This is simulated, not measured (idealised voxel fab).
Documented hereafter: the process module known as voxel self aligned vias.
Square cells of 5 nm make up the cross-section cut, whose width is 285 nm.
A cross-section in this document is a grid of square cells, and it is written down as bands, the top band listed before the ones below it; a band is made up of one or more rows of cells. In this notation a band is specified by the heights of its top and bottom, in that order and in nm, after which its materials appear from left to right, each paired with its width in nm. The word "all across" attached to a single material means that material fills the band from edge to edge; the word "empty" stands for empty space. Height reference: 0 = level under which incoming wafer is all one material. Lowest band: no bottom, runs on downward, e.g. "0..down". A two-number width, for instance "30..40", indicates that the width is equal to the first number in the top row of the band and to the second number in the bottom row, and that it changes by a constant amount per row of cells. Given "no alterations made" for a step, no cell of the cross-section differs between before and after that step. For the entry "Catalogued sealed voids", the listed items are empty spaces with no open way to the top whose size is 8 cells or more; each item follows the pattern width x height at distance, where distance is from the left edge and all three are in nm. On each step's line, the part that comes after the settings is the simulator's own comment on the step. If you see "overlay nm" on a step's line and that step has a mask, it's telling you how far right of where it was planned the mask ended up; a negative number means it went left instead.

This section lists the process steps that were planned:
1: RECEIVE [material Si]
2: CONFORMAL_DEP [material SiO2] [thk nm 10]
3: CONFORMAL_DEP [material SiCN] [thk nm 5]
4: DIRECTIONAL_DEP [material lowk] [thk nm 25]
5: PATTERN [tone open] [mask id LINES] [material resist] [width nm 25] [pitch nm 70] [thk nm 15] [overlay nm 0]
6: DIRECTIONAL_ETCH [etch materials lowk] [depth nm 25]
7: STRIP [etch materials resist]
8: CONFORMAL_DEP [material TiN] [thk nm 5]
9: FILL_DEP [material Ru] [thk nm 10]
10: CMP [height nm 40]
11: SELECTIVE_ETCH [etch materials W Ru TiN] [depth nm 5]
12: FILL_DEP [material SiN] [thk nm 10]
13: CMP [height nm 40]
14: DIRECTIONAL_DEP [material lowk] [thk nm 20]
15: DIRECTIONAL_DEP [material aC] [thk nm 15]
16: PATTERN [tone open] [mask id VIAS] [material resist] [width nm 45] [pitch nm 70] [thk nm 30] [overlay nm 0]
17: DIRECTIONAL_ETCH [etch materials aC] [depth nm 15]
18: STRIP [etch materials resist]
19: DIRECTIONAL_ETCH [etch materials lowk] [depth nm 20]
20: DIRECTIONAL_ETCH [etch materials SiN] [depth nm 5]
21: STRIP [etch materials aC]
22: CONFORMAL_DEP [material TiN] [thk nm 5]
23: FILL_DEP [material Cu] [thk nm 10]
24: CMP [height nm 60]
25: CONFORMAL_DEP [material SiCN] [thk nm 5]

Shown in cross-section is the wafer as received, that is, as it stands after step 1:
> 0..down = Si all across
> Catalogued sealed voids: none

End-of-module cross-section. Starting structure and process plan as above; one mistake made in running it:
> 65..60 = SiCN all across
> 60..45 = lowk 85 | TiN 5 | Cu 35 | TiN 5 | lowk 25 | TiN 5 | Cu 35 | TiN 5 | lowk 85
> 45..40 = lowk 85 | TiN 15 | Cu 15 | TiN 15 | lowk 25 | TiN 15 | Cu 15 | TiN 15 | lowk 85
> 40..35 = lowk 95 | TiN 25 | lowk 45 | TiN 25 | lowk 95
> 35..20 = lowk 95 | TiN 5 | Ru 15 | TiN 5 | lowk 45 | TiN 5 | Ru 15 | TiN 5 | lowk 95
> 20..15 = lowk 95 | TiN 25 | lowk 45 | TiN 25 | lowk 95
> 15..10 = TiN all across
> 10..0 = SiO2 all across
> 0..down = Si all across
> Catalogued sealed voids: none
Finding, execution versus plan: heads up, step 3 didn't go per plan, it actually ran as CONFORMAL_DEP [material TiN] [thk nm 5]
